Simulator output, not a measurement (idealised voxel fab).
process module | voxel self aligned contacts
cross-section cut | 250 nm wide | cells 5 nm
A cross-section is a grid of square cells, given in bands from the top down. A band is one or more rows of cells.
Each band's line starts with the height of the band's top and of its bottom, in nm. Then come its materials from left to right, each with its width in nm. One material with "throughout" fills the band from edge to edge. "air" is empty space.
Height 0 is the level under which the wafer as received is all one material. The lowest band goes on downwards, as in "0 down".
A width such as "30 to 40" changes by the same amount from each row of cells to the next, from the band's top row to its bottom row.
"no change" after a step means that no cell of the cross-section changed.
closed voids: empty space of 8 cells or more with no open way to the top, each as width x height at its distance from the left edge, in nm
after a step's settings: what the simulator itself notes on the step
overlay nm, on a step with a mask: how far to the right of its planned place the mask lay; to the left if negative
plan
1 op RECEIVE | material Si
2 op OXIDIZE | depth nm 5
3 op DIRECTIONAL_DEP | material polySi | thk nm 30
4 op DIRECTIONAL_DEP | material SiN | thk nm 20
5 op DIRECTIONAL_DEP | material aC | thk nm 15
6 op PATTERN | tone cover | mask id GATE | material resist | width nm 35 | pitch nm 65 | thk nm 30 | overlay nm 0
7 op DIRECTIONAL_ETCH | etch materials aC | depth nm 15
8 op STRIP | etch materials resist
9 op DIRECTIONAL_ETCH | etch materials SiN | depth nm 20
10 op DIRECTIONAL_ETCH | etch materials polySi | depth nm 30
11 op STRIP | etch materials aC
12 op CONFORMAL_DEP | material SiN | thk nm 5
13 op DIRECTIONAL_ETCH | etch materials SiN | depth nm 5
14 op FILL_DEP | material SiO2 | thk nm 20
15 op CMP | height nm 60
16 op DIRECTIONAL_DEP | material aC | thk nm 15
17 op PATTERN | tone open | mask id CONTACT | material resist | width nm 40 | pitch nm 65 | thk nm 30 | overlay nm 0
18 op DIRECTIONAL_ETCH | etch materials aC | depth nm 15
19 op STRIP | etch materials resist
20 op DIRECTIONAL_ETCH | etch materials SiO2 | depth nm 65
21 op STRIP | etch materials aC
22 op CONFORMAL_DEP | material TiN | thk nm 5
23 op FILL_DEP | material Ru | thk nm 5
24 op CMP | height nm 60
25 op CONFORMAL_DEP | material SiCN | thk nm 5
first wafer, as planned
as received, after step 1
  0 down: Si throughout
  closed voids: none
after step 2
  0 to -5: SiO2 throughout
  below -5: unchanged
after step 3
  30 to 0: polySi throughout
  below 0: unchanged
after step 4
  50 to 30: SiN throughout
  below 30: unchanged
after step 5
  65 to 50: aC throughout
  below 50: unchanged
after step 6
  95 to 65: air 40 | resist 35 | air 30 | resist 35 | air 30 | resist 35 | air 45
  below 65: unchanged
after step 7
  80 to 65: air 40 | resist 35 | air 30 | resist 35 | air 30 | resist 35 | air 45
  65 to 50: air 40 | aC 35 | air 30 | aC 35 | air 30 | aC 35 | air 45
  below 50: unchanged
after step 8
  65 to 50: air 40 | aC 35 | air 30 | aC 35 | air 30 | aC 35 | air 45
  below 50: unchanged
after step 9
  65 to 50: air 40 | aC 35 | air 30 | aC 35 | air 30 | aC 35 | air 45
  50 to 30: air 40 | SiN 35 | air 30 | SiN 35 | air 30 | SiN 35 | air 45
  below 30: unchanged
after step 10
  65 to 50: air 40 | aC 35 | air 30 | aC 35 | air 30 | aC 35 | air 45
  50 to 30: air 40 | SiN 35 | air 30 | SiN 35 | air 30 | SiN 35 | air 45
  30 to 0: air 40 | polySi 35 | air 30 | polySi 35 | air 30 | polySi 35 | air 45
  below 0: unchanged
after step 11
  50 to 30: air 40 | SiN 35 | air 30 | SiN 35 | air 30 | SiN 35 | air 45
  below 30: unchanged
after step 12
  55 to 30: air 35 | SiN 45 | air 20 | SiN 45 | air 20 | SiN 45 | air 40
  30 to 5: air 35 | SiN 5 | polySi 35 | SiN 5 | air 20 | SiN 5 | polySi 35 | SiN 5 | air 20 | SiN 5 | polySi 35 | SiN 5 | air 40
  5 to 0: SiN 40 | polySi 35 | SiN 30 | polySi 35 | SiN 30 | polySi 35 | SiN 45
  below 0: unchanged
after step 13
  50 to 30: air 35 | SiN 45 | air 20 | SiN 45 | air 20 | SiN 45 | air 40
  30 to 0: air 35 | SiN 5 | polySi 35 | SiN 5 | air 20 | SiN 5 | polySi 35 | SiN 5 | air 20 | SiN 5 | polySi 35 | SiN 5 | air 40
  below 0: unchanged
after step 14
  70 to 50: SiO2 throughout
  50 to 30: SiO2 35 | SiN 45 | SiO2 20 | SiN 45 | SiO2 20 | SiN 45 | SiO2 40
  30 to 0: SiO2 35 | SiN 5 | polySi 35 | SiN 5 | SiO2 20 | SiN 5 | polySi 35 | SiN 5 | SiO2 20 | SiN 5 | polySi 35 | SiN 5 | SiO2 40
  below 0: unchanged
after step 15
  60 to 50: SiO2 throughout
  below 50: unchanged
after step 16
  75 to 60: aC throughout
  below 60: unchanged
after step 17
  105 to 75: resist 70 | air 40 | resist 25 | air 40 | resist 75
  below 75: unchanged
after step 18
  90 to 75: resist 70 | air 40 | resist 25 | air 40 | resist 75
  75 to 60: aC 70 | air 40 | aC 25 | air 40 | aC 75
  below 60: unchanged
after step 19
  75 to 60: aC 70 | air 40 | aC 25 | air 40 | aC 75
  below 60: unchanged
after step 20
  75 to 60: aC 70 | air 40 | aC 25 | air 40 | aC 75
  60 to 50: SiO2 70 | air 40 | SiO2 25 | air 40 | SiO2 75
  50 to 30: SiO2 35 | SiN 45 | air 20 | SiN 45 | air 20 | SiN 45 | SiO2 40
  30 to 0: SiO2 35 | SiN 5 | polySi 35 | SiN 5 | air 20 | SiN 5 | polySi 35 | SiN 5 | air 20 | SiN 5 | polySi 35 | SiN 5 | SiO2 40
  0 to -5: SiO2 80 | air 20 | SiO2 45 | air 20 | SiO2 85
  below -5: unchanged
after step 21
  60 to 50: SiO2 70 | air 40 | SiO2 25 | air 40 | SiO2 75
  below 50: unchanged
after step 22
  65 to 60: TiN 75 | air 30 | TiN 35 | air 30 | TiN 80
  60 to 50: SiO2 70 | TiN 5 to 15 | air 30 to 10 | TiN 5 to 15 | SiO2 25 | TiN 5 to 15 | air 30 to 10 | TiN 5 to 15 | SiO2 75
  50 to 30: SiO2 35 | SiN 45 | TiN 5 | air 10 | TiN 5 | SiN 45 | TiN 5 | air 10 | TiN 5 | SiN 45 | SiO2 40
  30 to 0: SiO2 35 | SiN 5 | polySi 35 | SiN 5 | TiN 5 | air 10 | TiN 5 | SiN 5 | polySi 35 | SiN 5 | TiN 5 | air 10 | TiN 5 | SiN 5 | polySi 35 | SiN 5 | SiO2 40
  0 to -5: SiO2 80 | TiN 20 | SiO2 45 | TiN 20 | SiO2 85
  below -5: unchanged
after step 23
  70 to 65: Ru throughout
  65 to 60: TiN 75 | Ru 30 | TiN 35 | Ru 30 | TiN 80
  60 to 50: SiO2 70 | TiN 5 to 15 | Ru 30 to 10 | TiN 5 to 15 | SiO2 25 | TiN 5 to 15 | Ru 30 to 10 | TiN 5 to 15 | SiO2 75
  50 to 30: SiO2 35 | SiN 45 | TiN 5 | Ru 10 | TiN 5 | SiN 45 | TiN 5 | Ru 10 | TiN 5 | SiN 45 | SiO2 40
  30 to 0: SiO2 35 | SiN 5 | polySi 35 | SiN 5 | TiN 5 | Ru 10 | TiN 5 | SiN 5 | polySi 35 | SiN 5 | TiN 5 | Ru 10 | TiN 5 | SiN 5 | polySi 35 | SiN 5 | SiO2 40
  below 0: unchanged
after step 24
  60 to 50: SiO2 70 | TiN 5 to 15 | Ru 30 to 10 | TiN 5 to 15 | SiO2 25 | TiN 5 to 15 | Ru 30 to 10 | TiN 5 to 15 | SiO2 75
  below 50: unchanged
after step 25
  65 to 60: SiCN throughout
  below 60: unchanged
second wafer: like start, like plan, one mistake. Through step 16 it matches the first wafer
when step 17 should have ended
  105 to 75: resist 60 | air 40 | resist 25 | air 40 | resist 85
  below 75: unchanged
when step 18 should have ended
  90 to 75: resist 60 | air 40 | resist 25 | air 40 | resist 85
  75 to 60: aC 60 | air 40 | aC 25 | air 40 | aC 85
  below 60: unchanged
when step 19 should have ended
  75 to 60: aC 60 | air 40 | aC 25 | air 40 | aC 85
  below 60: unchanged
when step 20 should have ended
  75 to 60: aC 60 | air 40 | aC 25 | air 40 | aC 85
  60 to 50: SiO2 60 | air 40 | SiO2 25 | air 40 | SiO2 85
  50 to 30: SiO2 35 | SiN 45 | air 20 | SiN 45 | air 20 | SiN 45 | SiO2 40
  30 to 0: SiO2 35 | SiN 5 | polySi 35 | SiN 5 | air 20 | SiN 5 | polySi 35 | SiN 5 | air 20 | SiN 5 | polySi 35 | SiN 5 | SiO2 40
  0 to -5: SiO2 80 | air 20 | SiO2 45 | air 20 | SiO2 85
  below -5: unchanged
when step 21 should have ended
  60 to 50: SiO2 60 | air 40 | SiO2 25 | air 40 | SiO2 85
  below 50: unchanged
when step 22 should have ended
  65 to 60: TiN 65 | air 30 | TiN 35 | air 30 | TiN 90
  60 to 50: SiO2 60 | TiN 5 to 25 | air 30 to 10 | TiN 5 | SiO2 25 | TiN 5 to 25 | air 30 to 10 | TiN 5 | SiO2 85
  50 to 30: SiO2 35 | SiN 45 | TiN 5 | air 10 | TiN 5 | SiN 45 | TiN 5 | air 10 | TiN 5 | SiN 45 | SiO2 40
  30 to 0: SiO2 35 | SiN 5 | polySi 35 | SiN 5 | TiN 5 | air 10 | TiN 5 | SiN 5 | polySi 35 | SiN 5 | TiN 5 | air 10 | TiN 5 | SiN 5 | polySi 35 | SiN 5 | SiO2 40
  0 to -5: SiO2 80 | TiN 20 | SiO2 45 | TiN 20 | SiO2 85
  below -5: unchanged
when step 23 should have ended
  70 to 65: Ru throughout
  65 to 60: TiN 65 | Ru 30 | TiN 35 | Ru 30 | TiN 90
  60 to 50: SiO2 60 | TiN 5 to 25 | Ru 30 to 10 | TiN 5 | SiO2 25 | TiN 5 to 25 | Ru 30 to 10 | TiN 5 | SiO2 85
  50 to 30: SiO2 35 | SiN 45 | TiN 5 | Ru 10 | TiN 5 | SiN 45 | TiN 5 | Ru 10 | TiN 5 | SiN 45 | SiO2 40
  30 to 0: SiO2 35 | SiN 5 | polySi 35 | SiN 5 | TiN 5 | Ru 10 | TiN 5 | SiN 5 | polySi 35 | SiN 5 | TiN 5 | Ru 10 | TiN 5 | SiN 5 | polySi 35 | SiN 5 | SiO2 40
  below 0: unchanged
when step 24 should have ended
  60 to 50: SiO2 60 | TiN 5 to 25 | Ru 30 to 10 | TiN 5 | SiO2 25 | TiN 5 to 25 | Ru 30 to 10 | TiN 5 | SiO2 85
  below 50: unchanged
when step 25 should have ended
  65 to 60: SiCN throughout
  below 60: unchanged
what went wrong: step 17 ran as: op PATTERN | tone open | mask id CONTACT | material resist | width nm 40 | pitch nm 65 | thk nm 30 | overlay nm -10
at the end the second wafer has, in cells: as many of each material as the first, in other places
